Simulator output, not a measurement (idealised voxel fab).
Presented below is a process module, voxel transistor to metal.
This is section cut - it's 160 nm across, gridded in 5 nm square cells.
Cross-section = grid of square cells, listed top down in bands; band = one or more rows.
What a band's entry tells you: where the top is and where the bottom is, as heights in nm, and after that what lies inside, material by material from left to right, each with its width in nm. Empty space is written as the word "empty", and a single material marked with the word "edge to edge" occupies the band from edge to edge.
Heads up on the height convention: 0 is the point under which the incoming wafer is all one material, and the lowest band has no bottom, it just keeps going down, like "0 nm and below".
When a width is written as two numbers, as in "30..40", the first number is the width in the top row of cells of the band and the second is the width in its bottom row, and the width changes by the same amount from each row to the next.
Where a step carries "nothing was modified", the cross-section came out of it unchanged, cell for cell.
You'll see "Unvented internal voids" listing empty spaces that have no way open to the top, as long as they're 8 cells or more; the notation is width x height at distance, where the distance is from the left edge, and all of it is in nm.
Step line, after settings: the simulator's comment on this step.
Steps that use a mask can have "overlay nm" on their line. It says how far the mask sat to the right of where it was meant to be. Negative means to the left.
# Below is the list of planned process steps
1) RECEIVE | material Si
2) CONFORMAL_DEP | material SiO2 | thk nm 5
3) CONFORMAL_DEP | material SiN | thk nm 10
4) MASKED_ETCH | tone cover | mask id ACTIVE | width nm 110 | etch materials SiN | depth nm 10 | overlay nm 0
5) MASKED_ETCH | tone cover | mask id ACTIVE | width nm 110 | etch materials SiO2 | depth nm 5 | overlay nm 0
6) MASKED_ETCH | tone cover | mask id ACTIVE | width nm 110 | etch materials Si | depth nm 35 | overlay nm 0
7) OXIDIZE | depth nm 5
8) FILL_DEP | material SiO2 | thk nm 5
9) CMP | height nm 15
10) SELECTIVE_ETCH | etch materials SiO2 | depth nm 10
11) STRIP | etch materials SiN
12) SELECTIVE_ETCH | etch materials SiO2 | depth nm 5
13) OXIDIZE | depth nm 5
14) DIRECTIONAL_DEP | material polySi | thk nm 20
15) DIRECTIONAL_DEP | material SiCN | thk nm 10
16) MASKED_ETCH | tone cover | mask id GATE | width nm 20 | etch materials SiCN | depth nm 20 | overlay nm 0
17) MASKED_ETCH | tone cover | mask id GATE | width nm 20 | etch materials polySi | depth nm 30 | overlay nm 0
18) CONFORMAL_DEP | material SiN | thk nm 10
19) DIRECTIONAL_ETCH | etch materials SiN | depth nm 10
20) DIRECTIONAL_ETCH | etch materials SiO2 | depth nm 5
21) DIRECTIONAL_ETCH | etch materials Si | depth nm 10
22) EPI | material nSi | thk nm 10
23) FILL_DEP | material SiO2 | thk nm 10
24) CMP | height nm 30
25) DIRECTIONAL_DEP | material SiO2 | thk nm 15
26) MASKED_ETCH | tone open | mask id CONTACT | width nm 30 | pitch nm 60 | etch materials SiO2 | depth nm 50 | overlay nm 0
27) CONFORMAL_DEP | material TiN | thk nm 5
28) FILL_DEP | material W | thk nm 10
29) CMP | height nm 45
30) DIRECTIONAL_DEP | material TiN | thk nm 5
31) DIRECTIONAL_DEP | material W | thk nm 25
32) PATTERN | tone cover | mask id METAL_1 | material resist | width nm 20 | pitch nm 70 | thk nm 15 | overlay nm 0
33) DIRECTIONAL_ETCH | etch materials W | depth nm 25
34) DIRECTIONAL_ETCH | etch materials TiN | depth nm 5
35) STRIP | etch materials resist
36) CONFORMAL_DEP | material SiCN | thk nm 5
37) FILL_DEP | material SiO2 | thk nm 5
38) CMP | height nm 75
39) CONFORMAL_DEP | material SiCN | thk nm 5
# as received, after step 1
	0 nm and below: Si edge to edge
	Unvented internal voids: none
# The first of two wafers, cross-sectioned at the end of the module, with the run proceeding as planned
	80 nm to 75 nm: SiCN edge to edge
	75 nm to 50 nm: SiO2 30, then SiCN 5, then W 20, then SiCN 5, then SiO2 40, then SiCN 5, then W 20, then SiCN 5, then SiO2 30
	50 nm to 45 nm: SiCN 35, then TiN 20, then SiCN 50, then TiN 20, then SiCN 35
	45 nm to 35 nm: SiO2 35, then TiN 5, then W 20, then TiN 5, then SiO2 30, then TiN 5, then W 20, then TiN 5, then SiO2 35
	35 nm to 30 nm: SiO2 35, then TiN 5, then W 15, then TiN 10, then SiO2 30, then TiN 10, then W 15, then TiN 5, then SiO2 35
	30 nm to 20 nm: SiO2 35, then TiN 5, then W 15, then TiN 5, then SiN 10, then SiCN 20, then SiN 10, then TiN 5, then W 15, then TiN 5, then SiO2 35
	20 nm to 10 nm: SiO2 35, then TiN 5, then W 15, then TiN 5, then SiN 10, then polySi 20, then SiN 10, then TiN 5, then W 15, then TiN 5, then SiO2 35
	10 nm to 5 nm: SiO2 35, then TiN 5, then W 5, then TiN 15, then SiN 10, then polySi 20, then SiN 10, then TiN 15, then W 5, then TiN 5, then SiO2 35
	5 nm to 0 nm: SiO2 35, then TiN 5, then W 5, then TiN 5, then nSi 10, then SiN 10, then polySi 20, then SiN 10, then nSi 10, then TiN 5, then W 5, then TiN 5, then SiO2 35
	0 nm to -5 nm: SiO2 35, then TiN 15, then nSi 10, then SiO2 40, then nSi 10, then TiN 15, then SiO2 35
	-5 nm to -15 nm: SiO2 30, then nSi 30, then Si 40, then nSi 30, then SiO2 30
	-15 nm to -40 nm: SiO2 30, then Si 100, then SiO2 30
	-40 nm and below: Si edge to edge
	Unvented internal voids: none
# Here's the second of our two wafers sectioned at module end. Same start as the first, same plan, but one mistake got made running it
	80 nm to 75 nm: SiCN edge to edge
	75 nm to 50 nm: SiO2 30, then SiCN 5, then W 20, then SiCN 5, then SiO2 40, then SiCN 5, then W 20, then SiCN 5, then SiO2 30
	50 nm to 45 nm: SiCN 35, then TiN 20, then SiCN 50, then TiN 20, then SiCN 35
	45 nm to 35 nm: SiO2 35, then TiN 5, then W 20, then TiN 5, then SiO2 30, then TiN 5, then W 20, then TiN 5, then SiO2 35
	35 nm to 30 nm: SiO2 35, then TiN 5, then W 15, then TiN 10, then SiO2 30, then TiN 10, then W 15, then TiN 5, then SiO2 35
	30 nm to 20 nm: SiO2 35, then TiN 5, then W 15..5, then TiN 5..15, then SiN 10, then SiCN 20, then SiN 10, then TiN 5, then W 15, then TiN 5, then SiO2 35
	20 nm to 10 nm: SiO2 35, then TiN 5, then W 5, then TiN 5, then SiN 10, then polySi 30, then SiN 10, then TiN 5, then W 15, then TiN 5, then SiO2 35
	10 nm to 5 nm: SiO2 35, then TiN 15, then SiN 10, then polySi 30, then SiN 10, then TiN 15, then W 5, then TiN 5, then SiO2 35
	5 nm to 0 nm: SiO2 35, then TiN 5, then nSi 10, then SiN 10, then polySi 30, then SiN 10, then nSi 10, then TiN 5, then W 5, then TiN 5, then SiO2 35
	0 nm to -5 nm: SiO2 35, then TiN 5, then nSi 10, then SiO2 50, then nSi 10, then TiN 15, then SiO2 35
	-5 nm to -15 nm: SiO2 30, then nSi 20, then Si 50, then nSi 30, then SiO2 30
	-15 nm to -40 nm: SiO2 30, then Si 100, then SiO2 30
	-40 nm and below: Si edge to edge
	Unvented internal voids: none
It is concluded that the wafer was processed incorrectly with respect to the plan, in that step 17 off recipe, ran as MASKED_ETCH | tone cover | mask id GATE | width nm 20 | etch materials polySi | depth nm 30 | overlay nm -10
In the final state, the cell counts of the second wafer exceed or fall short of those of the first for the following materials: Si: 4 more; SiO2: 2 more; TiN: 2 fewer; W: 8 fewer; nSi: 4 fewer; polySi: 8 more
